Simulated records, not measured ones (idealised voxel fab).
You're looking at the process module voxel spacer lines.
The cross-section shown here is cut; it is 220 nm wide and divided into square cells measuring 5 nm on a side.
The cross-sections in this document take the form of a grid made of square cells. They are written out as bands, in order from top to bottom. Each band consists of one or more rows of cells.
Heights first: top, then bottom, in nm. Then materials, left to right, each with a width in nm. "everywhere" on a single material: fills the band edge to edge. "empty": empty space.
Convention: height 0 is the level below which the wafer, as received, is all one material. The lowest band does not terminate at the bottom but continues downward, represented as "0 nm and below".
Quick explanation for "30 to 40": the width changes in equal steps down the rows of cells, from the first number in the band's top row to the second number in its bottom row.
Where a step carries "no change", the cross-section came out of it unchanged, cell for cell.
"Enclosed cavity list" enumerates empty spaces isolated from the top, with no open way to it, that contain at least 8 cells, giving each as width x height at distance from the left edge, all three in nm.
Formally, on a step line, whatever follows the settings is a remark that the simulator itself makes on the step.
overlay nm: mask offset rightward from planned place, masked step; negative means leftward offset.
From here on the document is pairs. In a pair, the cross-section before one process step comes with the cross-section after it, and the latter goes no deeper than the lowest band that changed. What lies in between, the step and its settings, is written under the pair. A pair may be from a different run of this module on the same starting wafer than the pair above it, so it continues from that pair only where its entry headed "Pre-step geometry" says so.

### Pre-step geometry
40 nm to 20 nm  aC 40, then empty 20, then aC 40, then empty 20, then aC 40, then empty 20, then aC 40
20 nm to 10 nm  TiN everywhere
10 nm to 0 nm  Al2O3 everywhere
0 nm and below  Si everywhere
Enclosed cavity list: none

### After the Step
50 nm to 40 nm  SiN everywhere
40 nm to 20 nm  aC 40, then SiN 20, then aC 40, then SiN 20, then aC 40, then SiN 20, then aC 40
Beneath the level 20, the cross-section is identical to its previous state.
Enclosed cavity list: none
The process step separating the two cross-sections depicted above is as follows: CONFORMAL_DEP | material SiN | thk nm 10

Pre-step geometry: look at the pair above, its after cross-section is where this step starts.

### After the Step
40 nm to 20 nm  aC 40, then SiN 20, then aC 40, then SiN 20, then aC 40, then SiN 20, then aC 40
Beneath the level 20, the cross-section is identical to its previous state.
Enclosed cavity list: none
The process step separating the two cross-sections depicted above is as follows: DIRECTIONAL_ETCH | etch materials SiN | depth nm 10

Pre-step geometry: look at the pair above, its after cross-section is where this step starts.

### After the Step
40 nm to 20 nm  empty 40, then SiN 20, then empty 40, then SiN 20, then empty 40, then SiN 20, then empty 40
Beneath the level 20, the cross-section is identical to its previous state.
Enclosed cavity list: none
The process step separating the two cross-sections depicted above is as follows: STRIP | etch materials aC

Pre-step geometry: look at the pair above, its after cross-section is where this step starts.

### After the Step
40 nm to 20 nm  empty 40, then SiN 20, then empty 40, then SiN 20, then empty 40, then SiN 20, then empty 40
20 nm to 10 nm  empty 40, then TiN 20, then empty 40, then TiN 20, then empty 40, then TiN 20, then empty 40
Beneath the level 10, the cross-section is identical to its previous state.
Enclosed cavity list: none
The process step separating the two cross-sections depicted above is as follows: DIRECTIONAL_ETCH | etch materials TiN | depth nm 10

Pre-step geometry: look at the pair above, its after cross-section is where this step starts.

### After the Step
20 nm to 10 nm  empty 40, then TiN 20, then empty 40, then TiN 20, then empty 40, then TiN 20, then empty 40
Beneath the level 10, the cross-section is identical to its previous state.
Enclosed cavity list: none
The process step separating the two cross-sections depicted above is as follows: STRIP | etch materials SiN
